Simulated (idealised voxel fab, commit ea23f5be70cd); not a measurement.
process module | voxel ribs on slabs
cross-section cut | 195 nm wide | cells 5 nm
A cross-section is a grid of square cells, given in bands from the top down. A band is one or more rows of cells.
Each band's line starts with the height of the band's top and of its bottom, in nm. Then come its materials from left to right, each with its width in nm. One material with "throughout" fills the band from edge to edge. "air" is empty space.
Height 0 is the level under which the wafer as received is all one material. The lowest band goes on downwards, as in "0 down".
A width such as "30 to 40" changes by the same amount from each row of cells to the next, from the band's top row to its bottom row.
"no change" after a step means that no cell of the cross-section changed.
closed voids: empty space of 8 cells or more with no open way to the top, each as width x height at its distance from the left edge, in nm
after a step's settings: what the simulator itself notes on the step
overlay nm, on a step with a mask: how far to the right of its planned place the mask lay; to the left if negative
plan
1 op RECEIVE | material Si
2 op DIRECTIONAL_DEP | material SiO2 | thk nm 25
3 op DIRECTIONAL_DEP | material SiN | thk nm 20
4 op PATTERN | tone cover | mask id RIB | material resist | width nm 25 | thk nm 15 | overlay nm 0
5 op DIRECTIONAL_ETCH | etch materials SiN | depth nm 5
6 op STRIP | etch materials resist
7 op MASKED_ETCH | tone cover | mask id SLAB | width nm 85 | etch materials SiN | depth nm 15 | overlay nm 0
8 op FILL_DEP | material SiO2 | thk nm 20
9 op CMP | height nm 60
10 op DIRECTIONAL_DEP | material W | thk nm 10
11 op DIRECTIONAL_DEP | material aC | thk nm 10
12 op PATTERN | tone cover | mask id HEATER | material resist | width nm 35 | thk nm 30 | overlay nm 0
13 op DIRECTIONAL_ETCH | etch materials aC | depth nm 10
14 op STRIP | etch materials resist
15 op DIRECTIONAL_ETCH | etch materials W | depth nm 10
16 op STRIP | etch materials aC
17 op CONFORMAL_DEP | material SiO2 | thk nm 10
first wafer, as planned
as received, after step 1
  0 down: Si throughout
  closed voids: none
after step 2
  25 to 0: SiO2 throughout
  below 0: unchanged
after step 3
  45 to 25: SiN throughout
  below 25: unchanged
after step 4
  60 to 45: air 85 | resist 25 | air 85
  below 45: unchanged
after step 5
  60 to 45: air 85 | resist 25 | air 85
  45 to 40: air 85 | SiN 25 | air 85
  below 40: unchanged
after step 6
  45 to 40: air 85 | SiN 25 | air 85
  below 40: unchanged
after step 7
  45 to 40: air 85 | SiN 25 | air 85
  40 to 25: air 55 | SiN 85 | air 55
  below 25: unchanged
after step 8
  65 to 45: SiO2 throughout
  45 to 40: SiO2 85 | SiN 25 | SiO2 85
  40 to 25: SiO2 55 | SiN 85 | SiO2 55
  below 25: unchanged
after step 9
  60 to 45: SiO2 throughout
  below 45: unchanged
after step 10
  70 to 60: W throughout
  below 60: unchanged
after step 11
  80 to 70: aC throughout
  below 70: unchanged
after step 12
  110 to 80: air 80 | resist 35 | air 80
  below 80: unchanged
after step 13
  100 to 80: air 80 | resist 35 | air 80
  80 to 70: air 80 | aC 35 | air 80
  below 70: unchanged
after step 14
  80 to 70: air 80 | aC 35 | air 80
  below 70: unchanged
after step 15
  80 to 70: air 80 | aC 35 | air 80
  70 to 60: air 80 | W 35 | air 80
  below 60: unchanged
after step 16
  70 to 60: air 80 | W 35 | air 80
  below 60: unchanged
after step 17
  80 to 70: air 70 | SiO2 55 | air 70
  70 to 60: SiO2 80 | W 35 | SiO2 80
  below 60: unchanged
second wafer: like start, like plan, one mistake. Through step 9 it matches the first wafer
when step 10 should have ended
  70 to 60: SiN throughout
  below 60: unchanged
when step 11 should have ended
  80 to 70: aC throughout
  below 70: unchanged
when step 12 should have ended
  110 to 80: air 80 | resist 35 | air 80
  below 80: unchanged
when step 13 should have ended
  100 to 80: air 80 | resist 35 | air 80
  80 to 70: air 80 | aC 35 | air 80
  below 70: unchanged
when step 14 should have ended
  80 to 70: air 80 | aC 35 | air 80
  below 70: unchanged
when step 15 should have ended: no change
when step 16 should have ended
  70 to 60: SiN throughout
  below 60: unchanged
when step 17 should have ended
  80 to 70: SiO2 throughout
  below 70: unchanged
what went wrong: step 10 ran as: op DIRECTIONAL_DEP | material SiN | thk nm 10
at the end the second wafer has, in cells: 78 more of SiN | 8 fewer of SiO2 | 14 fewer of W
